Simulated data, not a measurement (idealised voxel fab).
process module | voxel self aligned vias
cross-section cut | 175 nm wide | cells 5 nm
A cross-section is a grid of square cells, given in bands from the top down. A band is one or more rows of cells.
Each band's line starts with the height of the band's top and of its bottom, in nm. Then come its materials from left to right, each with its width in nm. One material with "throughout" fills the band from edge to edge. "air" is empty space.
Height 0 is the level under which the wafer as received is all one material. The lowest band goes on downwards, as in "0 down".
A width such as "30 to 40" changes by the same amount from each row of cells to the next, from the band's top row to its bottom row.
"no change" after a step means that no cell of the cross-section changed.
closed voids: empty space of 8 cells or more with no open way to the top, each as width x height at its distance from the left edge, in nm
after a step's settings: what the simulator itself notes on the step
overlay nm, on a step with a mask: how far to the right of its planned place the mask lay; to the left if negative
plan
1 op RECEIVE | material Si
2 op CONFORMAL_DEP | material SiO2 | thk nm 15
3 op CONFORMAL_DEP | material SiCN | thk nm 5
4 op DIRECTIONAL_DEP | material lowk | thk nm 25
5 op DIRECTIONAL_DEP | material aC | thk nm 15
6 op PATTERN | tone open | mask id LINES | material resist | width nm 25 | pitch nm 65 | thk nm 35 | overlay nm 0
7 op DIRECTIONAL_ETCH | etch materials aC | depth nm 15
8 op STRIP | etch materials resist
9 op DIRECTIONAL_ETCH | etch materials lowk | depth nm 25
10 op STRIP | etch materials aC
11 op CONFORMAL_DEP | material TiN | thk nm 5
12 op FILL_DEP | material W | thk nm 10
13 op CMP | height nm 45
14 op SELECTIVE_ETCH | etch materials W Ru TiN | depth nm 5
15 op FILL_DEP | material SiN | thk nm 5
16 op CMP | height nm 45
17 op DIRECTIONAL_DEP | material lowk | thk nm 15
18 op MASKED_ETCH | tone open | mask id VIAS | width nm 35 | etch materials lowk | depth nm 15 | overlay nm 0
19 op MASKED_ETCH | tone open | mask id VIAS | width nm 35 | etch materials SiN | depth nm 5 | overlay nm 0
20 op CONFORMAL_DEP | material TiN | thk nm 5
21 op FILL_DEP | material Cu | thk nm 5
22 op CMP | height nm 60
23 op CONFORMAL_DEP | material SiN | thk nm 5
first wafer, as planned
as received, after step 1
  0 down: Si throughout
  closed voids: none
after step 2
  15 to 0: SiO2 throughout
  below 0: unchanged
after step 3
  20 to 15: SiCN throughout
  below 15: unchanged
after step 4
  45 to 20: lowk throughout
  below 20: unchanged
after step 5
  60 to 45: aC throughout
  below 45: unchanged
after step 6
  95 to 60: resist 40 | air 25 | resist 40 | air 25 | resist 45
  below 60: unchanged
after step 7
  80 to 60: resist 40 | air 25 | resist 40 | air 25 | resist 45
  60 to 45: aC 40 | air 25 | aC 40 | air 25 | aC 45
  below 45: unchanged
after step 8
  60 to 45: aC 40 | air 25 | aC 40 | air 25 | aC 45
  below 45: unchanged
after step 9
  60 to 45: aC 40 | air 25 | aC 40 | air 25 | aC 45
  45 to 20: lowk 40 | air 25 | lowk 40 | air 25 | lowk 45
  below 20: unchanged
after step 10
  45 to 20: lowk 40 | air 25 | lowk 40 | air 25 | lowk 45
  below 20: unchanged
after step 11
  50 to 45: TiN 45 | air 15 | TiN 50 | air 15 | TiN 50
  45 to 25: lowk 40 | TiN 5 | air 15 | TiN 5 | lowk 40 | TiN 5 | air 15 | TiN 5 | lowk 45
  25 to 20: lowk 40 | TiN 25 | lowk 40 | TiN 25 | lowk 45
  below 20: unchanged
after step 12
  60 to 50: W throughout
  50 to 45: TiN 45 | W 15 | TiN 50 | W 15 | TiN 50
  45 to 25: lowk 40 | TiN 5 | W 15 | TiN 5 | lowk 40 | TiN 5 | W 15 | TiN 5 | lowk 45
  below 25: unchanged
after step 13
  45 to 25: lowk 40 | TiN 5 | W 15 | TiN 5 | lowk 40 | TiN 5 | W 15 | TiN 5 | lowk 45
  below 25: unchanged
after step 14
  45 to 40: lowk 40 | air 25 | lowk 40 | air 25 | lowk 45
  below 40: unchanged
after step 15
  50 to 45: SiN throughout
  45 to 40: lowk 40 | SiN 25 | lowk 40 | SiN 25 | lowk 45
  below 40: unchanged
after step 16
  45 to 40: lowk 40 | SiN 25 | lowk 40 | SiN 25 | lowk 45
  below 40: unchanged
after step 17
  60 to 45: lowk throughout
  below 45: unchanged
after step 18
  60 to 45: lowk 35 | air 35 | lowk 105
  below 45: unchanged
after step 19
  60 to 45: lowk 35 | air 35 | lowk 105
  45 to 40: lowk 40 | air 25 | lowk 40 | SiN 25 | lowk 45
  below 40: unchanged
after step 20
  65 to 60: TiN 40 | air 25 | TiN 110
  60 to 50: lowk 35 | TiN 5 | air 25 | TiN 5 | lowk 105
  50 to 45: lowk 35 | TiN 10 | air 15 | TiN 10 | lowk 105
  45 to 40: lowk 40 | TiN 25 | lowk 40 | SiN 25 | lowk 45
  below 40: unchanged
after step 21
  70 to 65: Cu throughout
  65 to 60: TiN 40 | Cu 25 | TiN 110
  60 to 50: lowk 35 | TiN 5 | Cu 25 | TiN 5 | lowk 105
  50 to 45: lowk 35 | TiN 10 | Cu 15 | TiN 10 | lowk 105
  below 45: unchanged
after step 22
  60 to 50: lowk 35 | TiN 5 | Cu 25 | TiN 5 | lowk 105
  below 50: unchanged
after step 23
  65 to 60: SiN throughout
  below 60: unchanged
second wafer: like start, like plan, one mistake. Through step 17 it matches the first wafer
when step 18 should have ended
  60 to 45: air 35 | lowk 35 | air 105
  below 45: unchanged
when step 19 should have ended: no change
when step 20 should have ended
  65 to 60: air 30 | TiN 45 | air 100
  60 to 50: air 30 | TiN 5 | lowk 35 | TiN 5 | air 100
  50 to 45: TiN 35 | lowk 35 | TiN 105
  below 45: unchanged
when step 21 should have ended
  70 to 65: Cu throughout
  65 to 60: Cu 30 | TiN 45 | Cu 100
  60 to 50: Cu 30 | TiN 5 | lowk 35 | TiN 5 | Cu 100
  below 50: unchanged
when step 22 should have ended
  60 to 50: Cu 30 | TiN 5 | lowk 35 | TiN 5 | Cu 100
  below 50: unchanged
when step 23 should have ended
  65 to 60: SiN throughout
  below 60: unchanged
what went wrong: step 18 ran as: op MASKED_ETCH | tone cover | mask id VIAS | width nm 35 | etch materials lowk | depth nm 15 | overlay nm 0
at the end the second wafer has, in cells: 39 more of Cu | 5 more of SiN | 19 more of TiN | 63 fewer of lowk
